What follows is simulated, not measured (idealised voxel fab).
The process module presented herein is designated voxel self aligned contacts.
cross-section cut | 215 nm wide | cells 5 nm
A cross-section in this document is a grid of square cells, and it is written down as bands, the top band listed before the ones below it; a band is made up of one or more rows of cells.
Read a band's entry like this: the first values are the height of its top and the height of its bottom in nm, and what follows is the sequence of materials from left to right, each with its width in nm. Note that "empty" is empty space, and that a single material marked "everywhere" reaches across the band from edge to edge.
For the purposes of this specification, 0 denotes the height below which the wafer in its as-received condition is composed wholly of one material, and the lowermost band, lacking a lower limit, extends downward without end, as expressed in "0 and below".
Width spec "30 to 40" -> top row of cells at first value, bottom row at second value, equal per-row change in between.
"identical to before", as given for a step, is the statement that not any cell of the cross-section underwent a change during that step.
In "Enclosed internal cavities" the enclosed voids are listed, meaning empty spaces of 8 cells or larger without any opening to the top. The form is width x height at distance, distance from the left edge, units nm.
Text after the settings on a step's line: the simulator's own remark on that step.
overlay nm: where the mask lay relative to plan, measured to the right, on steps with a mask; negatives go left.
STEPS PLANNED FOR THE PROCESS
1. RECEIVE,material Si
2. CONFORMAL_DEP,material SiO2,thk nm 5
3. DIRECTIONAL_DEP,material polySi,thk nm 20
4. DIRECTIONAL_DEP,material SiN,thk nm 25
5. PATTERN,tone cover,mask id GATE,material resist,width nm 35,pitch nm 75,thk nm 15,overlay nm 0
6. DIRECTIONAL_ETCH,etch materials SiN,depth nm 25
7. DIRECTIONAL_ETCH,etch materials polySi,depth nm 20
8. STRIP,etch materials resist
9. CONFORMAL_DEP,material SiN,thk nm 10
10. DIRECTIONAL_ETCH,etch materials SiN,depth nm 10
11. FILL_DEP,material SiO2,thk nm 20
12. CMP,height nm 60
13. DIRECTIONAL_DEP,material aC,thk nm 10
14. PATTERN,tone open,mask id CONTACT,material resist,width nm 50,pitch nm 75,thk nm 25,overlay nm 0
15. DIRECTIONAL_ETCH,etch materials aC,depth nm 10
16. STRIP,etch materials resist
17. DIRECTIONAL_ETCH,etch materials SiO2,depth nm 60
18. STRIP,etch materials aC
19. CONFORMAL_DEP,material TiN,thk nm 5
20. FILL_DEP,material Ru,thk nm 10
21. CMP,height nm 60
22. CONFORMAL_DEP,material SiCN,thk nm 5
FIRST WAFER OF TWO (RUN AS PLANNED)
THIS IS THE CROSS-SECTION OF THE WAFER AS WE RECEIVED IT, I.E. AFTER STEP 1
    0 and below | Si everywhere
    Enclosed internal cavities: none
AFTER STEP 2
    5 down to 0 | SiO2 everywhere
    Lower than 0, everything is as it was.
AFTER STEP 3
    25 down to 5 | polySi everywhere
    Lower than 5, everything is as it was.
AFTER STEP 4
    50 down to 25 | SiN everywhere
    Lower than 25, everything is as it was.
AFTER STEP 5
    65 down to 50 | empty 15 nm / resist 35 nm / empty 40 nm / resist 35 nm / empty 40 nm / resist 35 nm / empty 15 nm
    Lower than 50, everything is as it was.
AFTER STEP 6
    65 down to 50 | empty 15 nm / resist 35 nm / empty 40 nm / resist 35 nm / empty 40 nm / resist 35 nm / empty 15 nm
    50 down to 25 | empty 15 nm / SiN 35 nm / empty 40 nm / SiN 35 nm / empty 40 nm / SiN 35 nm / empty 15 nm
    Lower than 25, everything is as it was.
AFTER STEP 7
    65 down to 50 | empty 15 nm / resist 35 nm / empty 40 nm / resist 35 nm / empty 40 nm / resist 35 nm / empty 15 nm
    50 down to 25 | empty 15 nm / SiN 35 nm / empty 40 nm / SiN 35 nm / empty 40 nm / SiN 35 nm / empty 15 nm
    25 down to 5 | empty 15 nm / polySi 35 nm / empty 40 nm / polySi 35 nm / empty 40 nm / polySi 35 nm / empty 15 nm
    Lower than 5, everything is as it was.
AFTER STEP 8
    50 down to 25 | empty 15 nm / SiN 35 nm / empty 40 nm / SiN 35 nm / empty 40 nm / SiN 35 nm / empty 15 nm
    Lower than 25, everything is as it was.
AFTER STEP 9
    60 down to 25 | empty 5 nm / SiN 55 nm / empty 20 nm / SiN 55 nm / empty 20 nm / SiN 55 nm / empty 5 nm
    25 down to 15 | empty 5 nm / SiN 10 nm / polySi 35 nm / SiN 10 nm / empty 20 nm / SiN 10 nm / polySi 35 nm / SiN 10 nm / empty 20 nm / SiN 10 nm / polySi 35 nm / SiN 10 nm / empty 5 nm
    15 down to 5 | SiN 15 nm / polySi 35 nm / SiN 40 nm / polySi 35 nm / SiN 40 nm / polySi 35 nm / SiN 15 nm
    Lower than 5, everything is as it was.
AFTER STEP 10
    50 down to 25 | empty 5 nm / SiN 55 nm / empty 20 nm / SiN 55 nm / empty 20 nm / SiN 55 nm / empty 5 nm
    25 down to 5 | empty 5 nm / SiN 10 nm / polySi 35 nm / SiN 10 nm / empty 20 nm / SiN 10 nm / polySi 35 nm / SiN 10 nm / empty 20 nm / SiN 10 nm / polySi 35 nm / SiN 10 nm / empty 5 nm
    Lower than 5, everything is as it was.
AFTER STEP 11
    70 down to 50 | SiO2 everywhere
    50 down to 25 | SiO2 5 nm / SiN 55 nm / SiO2 20 nm / SiN 55 nm / SiO2 20 nm / SiN 55 nm / SiO2 5 nm
    25 down to 5 | SiO2 5 nm / SiN 10 nm / polySi 35 nm / SiN 10 nm / SiO2 20 nm / SiN 10 nm / polySi 35 nm / SiN 10 nm / SiO2 20 nm / SiN 10 nm / polySi 35 nm / SiN 10 nm / SiO2 5 nm
    Lower than 5, everything is as it was.
AFTER STEP 12
    60 down to 50 | SiO2 everywhere
    Lower than 50, everything is as it was.
AFTER STEP 13
    70 down to 60 | aC everywhere
    Lower than 60, everything is as it was.
AFTER STEP 14
    95 down to 70 | resist 45 nm / empty 50 nm / resist 25 nm / empty 50 nm / resist 45 nm
    Lower than 70, everything is as it was.
AFTER STEP 15
    85 down to 70 | resist 45 nm / empty 50 nm / resist 25 nm / empty 50 nm / resist 45 nm
    70 down to 60 | aC 45 nm / empty 50 nm / aC 25 nm / empty 50 nm / aC 45 nm
    Lower than 60, everything is as it was.
AFTER STEP 16
    70 down to 60 | aC 45 nm / empty 50 nm / aC 25 nm / empty 50 nm / aC 45 nm
    Lower than 60, everything is as it was.
AFTER STEP 17
    70 down to 60 | aC 45 nm / empty 50 nm / aC 25 nm / empty 50 nm / aC 45 nm
    60 down to 50 | SiO2 45 nm / empty 50 nm / SiO2 25 nm / empty 50 nm / SiO2 45 nm
    50 down to 25 | SiO2 5 nm / SiN 55 nm / empty 20 nm / SiN 55 nm / empty 20 nm / SiN 55 nm / SiO2 5 nm
    25 down to 5 | SiO2 5 nm / SiN 10 nm / polySi 35 nm / SiN 10 nm / empty 20 nm / SiN 10 nm / polySi 35 nm / SiN 10 nm / empty 20 nm / SiN 10 nm / polySi 35 nm / SiN 10 nm / SiO2 5 nm
    5 down to 0 | SiO2 60 nm / empty 20 nm / SiO2 55 nm / empty 20 nm / SiO2 60 nm
    Lower than 0, everything is as it was.
AFTER STEP 18
    60 down to 50 | SiO2 45 nm / empty 50 nm / SiO2 25 nm / empty 50 nm / SiO2 45 nm
    Lower than 50, everything is as it was.
AFTER STEP 19
    65 down to 60 | TiN 50 nm / empty 40 nm / TiN 35 nm / empty 40 nm / TiN 50 nm
    60 down to 50 | SiO2 45 nm / TiN 5 to 20 nm / empty 40 to 10 nm / TiN 5 to 20 nm / SiO2 25 nm / TiN 5 to 20 nm / empty 40 to 10 nm / TiN 5 to 20 nm / SiO2 45 nm
    50 down to 25 | SiO2 5 nm / SiN 55 nm / TiN 5 nm / empty 10 nm / TiN 5 nm / SiN 55 nm / TiN 5 nm / empty 10 nm / TiN 5 nm / SiN 55 nm / SiO2 5 nm
    25 down to 5 | SiO2 5 nm / SiN 10 nm / polySi 35 nm / SiN 10 nm / TiN 5 nm / empty 10 nm / TiN 5 nm / SiN 10 nm / polySi 35 nm / SiN 10 nm / TiN 5 nm / empty 10 nm / TiN 5 nm / SiN 10 nm / polySi 35 nm / SiN 10 nm / SiO2 5 nm
    5 down to 0 | SiO2 60 nm / TiN 20 nm / SiO2 55 nm / TiN 20 nm / SiO2 60 nm
    Lower than 0, everything is as it was.
AFTER STEP 20
    75 down to 65 | Ru everywhere
    65 down to 60 | TiN 50 nm / Ru 40 nm / TiN 35 nm / Ru 40 nm / TiN 50 nm
    60 down to 50 | SiO2 45 nm / TiN 5 to 20 nm / Ru 40 to 10 nm / TiN 5 to 20 nm / SiO2 25 nm / TiN 5 to 20 nm / Ru 40 to 10 nm / TiN 5 to 20 nm / SiO2 45 nm
    50 down to 25 | SiO2 5 nm / SiN 55 nm / TiN 5 nm / Ru 10 nm / TiN 5 nm / SiN 55 nm / TiN 5 nm / Ru 10 nm / TiN 5 nm / SiN 55 nm / SiO2 5 nm
    25 down to 5 | SiO2 5 nm / SiN 10 nm / polySi 35 nm / SiN 10 nm / TiN 5 nm / Ru 10 nm / TiN 5 nm / SiN 10 nm / polySi 35 nm / SiN 10 nm / TiN 5 nm / Ru 10 nm / TiN 5 nm / SiN 10 nm / polySi 35 nm / SiN 10 nm / SiO2 5 nm
    Lower than 5, everything is as it was.
AFTER STEP 21
    60 down to 50 | SiO2 45 nm / TiN 5 to 20 nm / Ru 40 to 10 nm / TiN 5 to 20 nm / SiO2 25 nm / TiN 5 to 20 nm / Ru 40 to 10 nm / TiN 5 to 20 nm / SiO2 45 nm
    Lower than 50, everything is as it was.
AFTER STEP 22
    65 down to 60 | SiCN everywhere
    Lower than 60, everything is as it was.
THE REMAINING WAFER, SECOND OF THE TWO, STARTED LIKE THE FIRST AND WAS RUN TO THE SAME PLAN, EXCEPT THAT ONE MISTAKE WAS MADE ALONG THE WAY; THE TWO COINCIDE THROUGH STEP 21, INCLUSIVE
SECOND WAFER: CROSS-SECTION AT THE SCHEDULED END OF STEP 22
    65 down to 60 | Ru everywhere
    Lower than 60, everything is as it was.
What broke from the plan during processing? contrary to plan, step 22 was performed as CONFORMAL_DEP,material Ru,thk nm 5
Heads up, by the end the second wafer has more or fewer cells of some materials compared to the first: Ru +43; SiCN -43
